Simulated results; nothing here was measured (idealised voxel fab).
The process module presented herein is designated voxel tone inversion.
FYI the section here is cut, 165 nm wide, cells are 5 nm squares.
We lay out every cross-section as a grid of square cells and spell it out in bands from the top down, where one band means one or more rows of cells.
Quick guide to a band line: top height, bottom height (nm) up front; then every material left to right with its width in nm. Only one material and it's marked "edge to edge"? Then it fills the band edge to edge. And "empty" just means empty space.
We count height from 0. Below that, the starting wafer is all one material. The lowest band never ends at the bottom but goes on down; see "0 -> down" for how that is written.
A width such as "30->40" changes by the same amount from each row of cells to the next, from the band's top row to its bottom row.
For the purposes of this document, the phrase "remained the same" attached to a step denotes that no cell within the cross-section was modified by that step.
"Closed void inventory" lists enclosed empty spaces (at least 8 cells, no open path upward to the top), each as width x height at distance from the left edge, in nm.
Past the settings on a step's line: simulator remark, on that step.
"overlay nm", when on a step's line for a step with a mask, measures how far to the right of its planned place the mask lay; a negative measure means to the left.

So here's the lineup of process steps we planned
- 1: RECEIVE (material Si)
- 2: CONFORMAL_DEP (material SiCN; thk nm 10)
- 3: DIRECTIONAL_DEP (material polySi; thk nm 15)
- 4: PATTERN (tone cover; mask id POSTS; material resist; width nm 15; pitch nm 30; thk nm 20; overlay nm 0)
- 5: DIRECTIONAL_ETCH (etch materials polySi; depth nm 15)
- 6: STRIP (etch materials resist)
- 7: FILL_DEP (material SiO2; thk nm 5)
- 8: CMP (height nm 25)
- 9: STRIP (etch materials polySi)

Cross-section of the wafer upon arrival, representing the state reached after step 1
	0 -> down = Si edge to edge
	Closed void inventory: none

Look at the cross-section after the module: the wafer started out the way shown above and the plan was the one shown above, yet one mistake was made along the way
	25 -> 0 = SiCN edge to edge
	0 -> down = Si edge to edge
	Closed void inventory: none
Heads up, the wafer didn't run the way we planned it: step 3 ran with different settings than intended, the actual operation and settings being DIRECTIONAL_DEP (material SiCN; thk nm 15)
